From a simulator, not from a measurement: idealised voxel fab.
process module | voxel gate over fins
cross-section cut | 265 nm wide | cells 5 nm
A cross-section is a grid of square cells, given in bands from the top down. A band is one or more rows of cells.
Each band's line starts with the height of the band's top and of its bottom, in nm. Then come its materials from left to right, each with its width in nm. One material with "throughout" fills the band from edge to edge. "air" is empty space.
Height 0 is the level under which the wafer as received is all one material. The lowest band goes on downwards, as in "0 down".
A width such as "30 to 40" changes by the same amount from each row of cells to the next, from the band's top row to its bottom row.
"no change" after a step means that no cell of the cross-section changed.
closed voids: empty space of 8 cells or more with no open way to the top, each as width x height at its distance from the left edge, in nm
after a step's settings: what the simulator itself notes on the step
overlay nm, on a step with a mask: how far to the right of its planned place the mask lay; to the left if negative
plan
1 op RECEIVE | material Si
2 op CONFORMAL_DEP | material SiN | thk nm 10
3 op MASKED_ETCH | tone cover | mask id FINS | width nm 15 | pitch nm 40 | etch materials SiN | depth nm 10 | overlay nm 0
4 op MASKED_ETCH | tone cover | mask id FINS | width nm 15 | pitch nm 40 | etch materials Si | depth nm 35 | overlay nm 0
5 op FILL_DEP | material SiO2 | thk nm 5
6 op CMP | height nm 10
7 op SELECTIVE_ETCH | etch materials SiO2 | depth nm 20
8 op STRIP | etch materials SiN
9 op CONFORMAL_DEP | material HfO2 | thk nm 5
10 op CONFORMAL_DEP | material TiN | thk nm 5
11 op FILL_DEP | material W | thk nm 10
12 op CMP | height nm 15
13 op CONFORMAL_DEP | material SiCN | thk nm 5
first wafer, as planned
as received, after step 1
  0 down: Si throughout
  closed voids: none
after step 2
  10 to 0: SiN throughout
  below 0: unchanged
after step 3
  10 to 0: air 65 | SiN 15 | air 25 | SiN 15 | air 25 | SiN 15 | air 25 | SiN 15 | air 65
  below 0: unchanged
after step 4
  10 to 0: air 65 | SiN 15 | air 25 | SiN 15 | air 25 | SiN 15 | air 25 | SiN 15 | air 65
  0 to -35: air 65 | Si 15 | air 25 | Si 15 | air 25 | Si 15 | air 25 | Si 15 | air 65
  below -35: unchanged
after step 5
  15 to 10: SiO2 throughout
  10 to 0: SiO2 65 | SiN 15 | SiO2 25 | SiN 15 | SiO2 25 | SiN 15 | SiO2 25 | SiN 15 | SiO2 65
  0 to -35: SiO2 65 | Si 15 | SiO2 25 | Si 15 | SiO2 25 | Si 15 | SiO2 25 | Si 15 | SiO2 65
  below -35: unchanged
after step 6
  10 to 0: SiO2 65 | SiN 15 | SiO2 25 | SiN 15 | SiO2 25 | SiN 15 | SiO2 25 | SiN 15 | SiO2 65
  below 0: unchanged
after step 7
  10 to 0: air 65 | SiN 15 | air 25 | SiN 15 | air 25 | SiN 15 | air 25 | SiN 15 | air 65
  0 to -10: air 65 | Si 15 | air 25 | Si 15 | air 25 | Si 15 | air 25 | Si 15 | air 65
  below -10: unchanged
after step 8
  0 to -10: air 65 | Si 15 | air 25 | Si 15 | air 25 | Si 15 | air 25 | Si 15 | air 65
  below -10: unchanged
after step 9
  5 to 0: air 60 | HfO2 25 | air 15 | HfO2 25 | air 15 | HfO2 25 | air 15 | HfO2 25 | air 60
  0 to -5: air 60 | HfO2 5 | Si 15 | HfO2 5 | air 15 | HfO2 5 | Si 15 | HfO2 5 | air 15 | HfO2 5 | Si 15 | HfO2 5 | air 15 | HfO2 5 | Si 15 | HfO2 5 | air 60
  -5 to -10: HfO2 65 | Si 15 | HfO2 25 | Si 15 | HfO2 25 | Si 15 | HfO2 25 | Si 15 | HfO2 65
  below -10: unchanged
after step 10
  10 to 5: air 55 | TiN 35 | air 5 | TiN 35 | air 5 | TiN 35 | air 5 | TiN 35 | air 55
  5 to 0: air 55 | TiN 5 | HfO2 25 | TiN 5 | air 5 | TiN 5 | HfO2 25 | TiN 5 | air 5 | TiN 5 | HfO2 25 | TiN 5 | air 5 | TiN 5 | HfO2 25 | TiN 5 | air 55
  0 to -5: TiN 60 | HfO2 5 | Si 15 | HfO2 5 | TiN 15 | HfO2 5 | Si 15 | HfO2 5 | TiN 15 | HfO2 5 | Si 15 | HfO2 5 | TiN 15 | HfO2 5 | Si 15 | HfO2 5 | TiN 60
  below -5: unchanged
after step 11
  20 to 10: W throughout
  10 to 5: W 55 | TiN 35 | W 5 | TiN 35 | W 5 | TiN 35 | W 5 | TiN 35 | W 55
  5 to 0: W 55 | TiN 5 | HfO2 25 | TiN 5 | W 5 | TiN 5 | HfO2 25 | TiN 5 | W 5 | TiN 5 | HfO2 25 | TiN 5 | W 5 | TiN 5 | HfO2 25 | TiN 5 | W 55
  below 0: unchanged
after step 12
  15 to 10: W throughout
  below 10: unchanged
after step 13
  20 to 15: SiCN throughout
  below 15: unchanged
second wafer: like start, like plan, one mistake. Through step 6 it matches the first wafer
when step 7 should have ended
  10 to 0: air 65 | SiN 15 | air 25 | SiN 15 | air 25 | SiN 15 | air 25 | SiN 15 | air 65
  0 to -30: air 65 | Si 15 | air 25 | Si 15 | air 25 | Si 15 | air 25 | Si 15 | air 65
  below -30: unchanged
when step 8 should have ended
  0 to -30: air 65 | Si 15 | air 25 | Si 15 | air 25 | Si 15 | air 25 | Si 15 | air 65
  below -30: unchanged
when step 9 should have ended
  5 to 0: air 60 | HfO2 25 | air 15 | HfO2 25 | air 15 | HfO2 25 | air 15 | HfO2 25 | air 60
  0 to -25: air 60 | HfO2 5 | Si 15 | HfO2 5 | air 15 | HfO2 5 | Si 15 | HfO2 5 | air 15 | HfO2 5 | Si 15 | HfO2 5 | air 15 | HfO2 5 | Si 15 | HfO2 5 | air 60
  -25 to -30: HfO2 65 | Si 15 | HfO2 25 | Si 15 | HfO2 25 | Si 15 | HfO2 25 | Si 15 | HfO2 65
  below -30: unchanged
when step 10 should have ended
  10 to 5: air 55 | TiN 35 | air 5 | TiN 35 | air 5 | TiN 35 | air 5 | TiN 35 | air 55
  5 to 0: air 55 | TiN 5 | HfO2 25 | TiN 5 | air 5 | TiN 5 | HfO2 25 | TiN 5 | air 5 | TiN 5 | HfO2 25 | TiN 5 | air 5 | TiN 5 | HfO2 25 | TiN 5 | air 55
  0 to -20: air 55 | TiN 5 | HfO2 5 | Si 15 | HfO2 5 | TiN 5 | air 5 | TiN 5 | HfO2 5 | Si 15 | HfO2 5 | TiN 5 | air 5 | TiN 5 | HfO2 5 | Si 15 | HfO2 5 | TiN 5 | air 5 | TiN 5 | HfO2 5 | Si 15 | HfO2 5 | TiN 5 | air 55
  -20 to -25: TiN 60 | HfO2 5 | Si 15 | HfO2 5 | TiN 15 | HfO2 5 | Si 15 | HfO2 5 | TiN 15 | HfO2 5 | Si 15 | HfO2 5 | TiN 15 | HfO2 5 | Si 15 | HfO2 5 | TiN 60
  below -25: unchanged
when step 11 should have ended
  20 to 10: W throughout
  10 to 5: W 55 | TiN 35 | W 5 | TiN 35 | W 5 | TiN 35 | W 5 | TiN 35 | W 55
  5 to 0: W 55 | TiN 5 | HfO2 25 | TiN 5 | W 5 | TiN 5 | HfO2 25 | TiN 5 | W 5 | TiN 5 | HfO2 25 | TiN 5 | W 5 | TiN 5 | HfO2 25 | TiN 5 | W 55
  0 to -20: W 55 | TiN 5 | HfO2 5 | Si 15 | HfO2 5 | TiN 5 | W 5 | TiN 5 | HfO2 5 | Si 15 | HfO2 5 | TiN 5 | W 5 | TiN 5 | HfO2 5 | Si 15 | HfO2 5 | TiN 5 | W 5 | TiN 5 | HfO2 5 | Si 15 | HfO2 5 | TiN 5 | W 55
  below -20: unchanged
when step 12 should have ended
  15 to 10: W throughout
  below 10: unchanged
when step 13 should have ended
  20 to 15: SiCN throughout
  below 15: unchanged
what went wrong: step 7 was run twice
at the end the second wafer has, in cells: 32 more of HfO2 | 164 fewer of SiO2 | 32 more of TiN | 100 more of W
